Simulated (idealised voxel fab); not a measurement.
Process module name: voxel wiring stack
295 nm wide, 5 nm square cells: that's cross-section cut.
How to read a cross-section here: the picture is a grid of square cells, written as bands going from the top down, and any band can span one or more rows of cells. Look at the band entry: it leads with the top's height and the bottom's height in nm. Then it lists the materials left to right, with a width in nm for each. The word "edge to edge" on a single material says that material fills the band edge to edge. The word "air" is empty space. Heights are reckoned from 0. Under this level, the received wafer is all of one material. The bottommost band is open-ended downward, for example "0 down". Graded width ("30->40"): value in top row of band = first number; value in bottom row = second number; row-to-row change constant. It should be understood that the words "remained unchanged", when stated for a given step, signify that the cross-section underwent no change in any of its cells during that step. Closed-off voids of 8+ cells (no open route to the top) go in "Unvented voids", written width x height at distance from the left edge, in nm. It should be noted that, on the line of a given step, the content following the step's settings is a remark produced by the simulator itself with respect to that step. Among the settings permitted on a step's line is "overlay nm"; applied to a step with a mask, it specifies the extent to which the mask lay to the right of its planned position, whereas a negative figure signifies a position to the left.
So here's the lineup of process steps we planned
1 RECEIVE | material Si
2 CONFORMAL_DEP | material SiO2 | thk nm 10
3 DIRECTIONAL_DEP | material TiN | thk nm 5
4 DIRECTIONAL_DEP | material Ru | thk nm 15
5 PATTERN | tone cover | mask id METAL_1 | material resist | width nm 30 | pitch nm 60 | thk nm 20 | overlay nm 0
6 DIRECTIONAL_ETCH | etch materials Ru | depth nm 15
7 DIRECTIONAL_ETCH | etch materials TiN | depth nm 5
8 STRIP | etch materials resist
9 FILL_DEP | material SiO2 | thk nm 5
10 CMP | height nm 30
11 CONFORMAL_DEP | material SiCN | thk nm 5
12 DIRECTIONAL_DEP | material SiO2 | thk nm 20
13 MASKED_ETCH | tone open | mask id PLUG_1 | width nm 15 | pitch nm 120 | etch materials SiO2 | depth nm 20 | overlay nm 0
14 MASKED_ETCH | tone open | mask id PLUG_1 | width nm 15 | pitch nm 120 | etch materials SiCN | depth nm 5 | overlay nm 0
15 EPI | material Ru | thk nm 10
16 EPI | material Ru | thk nm 10
17 EPI | material Ru | thk nm 5
18 DIRECTIONAL_DEP | material TiN | thk nm 5
19 DIRECTIONAL_DEP | material Ru | thk nm 25
20 MASKED_ETCH | tone cover | mask id METAL_2 | width nm 30 | pitch nm 60 | etch materials Ru | depth nm 25 | overlay nm 0
21 MASKED_ETCH | tone cover | mask id METAL_2 | width nm 30 | pitch nm 60 | etch materials TiN | depth nm 5 | overlay nm 0
22 CONFORMAL_DEP | material SiCN | thk nm 5
23 FILL_DEP | material SiO2 | thk nm 5
24 CMP | height nm 85
25 CONFORMAL_DEP | material SiCN | thk nm 5
Wafer at receipt (post step 1), cross-section
  0 down  Si edge to edge
  Unvented voids: none
End-of-module XS, first of two wafers, run as planned
  90 to 85  SiCN edge to edge
  85 to 60  SiO2=35, SiCN=5, Ru=30, SiCN=5, SiO2=20, SiCN=5, Ru=30, SiCN=5, SiO2=20, SiCN=5, Ru=30, SiCN=5, SiO2=20, SiCN=5, Ru=30, SiCN=5, SiO2=40
  60 to 55  SiCN=40, TiN=30, SiCN=30, TiN=30, SiCN=30, TiN=30, SiCN=30, TiN=30, SiCN=45
  55 to 35  SiO2=40, Ru=15, SiO2=105, Ru=15, SiO2=120
  35 to 30  SiCN=40, Ru=15, SiCN=105, Ru=15, SiCN=120
  30 to 15  SiO2=40, Ru=30, SiO2=30, Ru=30, SiO2=30, Ru=30, SiO2=30, Ru=30, SiO2=45
  15 to 10  SiO2=40, TiN=30, SiO2=30, TiN=30, SiO2=30, TiN=30, SiO2=30, TiN=30, SiO2=45
  10 to 0  SiO2 edge to edge
  0 down  Si edge to edge
  Unvented voids: none
Here is the second of the two wafers cut open at the end of the module - same start, same plan as the first one, but we made one mistake running it
  90 to 85  SiCN edge to edge
  85 to 70  SiO2=35, SiCN=5, Ru=15, SiCN=5, SiO2=95, SiCN=5, Ru=15, SiCN=5, SiO2=115
  70 to 65  SiO2=35, SiCN=5, Ru=15, SiCN=20, SiO2=20, SiCN=40, SiO2=20, SiCN=5, Ru=15, SiCN=20, SiO2=20, SiCN=40, SiO2=40
  65 to 60  SiO2=35, SiCN=5, Ru=30, SiCN=5, SiO2=20, SiCN=5, Ru=30, SiCN=5, SiO2=20, SiCN=5, Ru=30, SiCN=5, SiO2=20, SiCN=5, Ru=30, SiCN=5, SiO2=40
  60 to 55  SiO2=35, SiCN=5, TiN=15, Ru=15, SiCN=5, SiO2=20, SiCN=5, Ru=30, SiCN=5, SiO2=20, SiCN=5, TiN=15, Ru=15, SiCN=5, SiO2=20, SiCN=5, Ru=30, SiCN=5, SiO2=40
  55 to 40  SiO2=35, SiCN=5, SiO2=15, Ru=15, SiCN=5, SiO2=20, SiCN=5, Ru=30, SiCN=5, SiO2=20, SiCN=5, SiO2=15, Ru=15, SiCN=5, SiO2=20, SiCN=5, Ru=30, SiCN=5, SiO2=40
  40 to 35  SiCN=40, SiO2=15, TiN=15, SiCN=30, TiN=30, SiCN=30, SiO2=15, TiN=15, SiCN=30, TiN=30, SiCN=45
  35 to 30  SiCN edge to edge
  30 to 15  SiO2=40, Ru=30, SiO2=30, Ru=30, SiO2=30, Ru=30, SiO2=30, Ru=30, SiO2=45
  15 to 10  SiO2=40, TiN=30, SiO2=30, TiN=30, SiO2=30, TiN=30, SiO2=30, TiN=30, SiO2=45
  10 to 0  SiO2 edge to edge
  0 down  Si edge to edge
  Unvented voids: none
Heads up, the wafer didn't run the way we planned it: step 13 off recipe, ran as MASKED_ETCH | tone cover | mask id PLUG_1 | width nm 15 | pitch nm 120 | etch materials SiO2 | depth nm 20 | overlay nm 0
In the final state, the cell counts of the second wafer exceed or fall short of those of the first for the following materials: Ru: 30 fewer | SiCN: 44 more | SiO2: 14 fewer
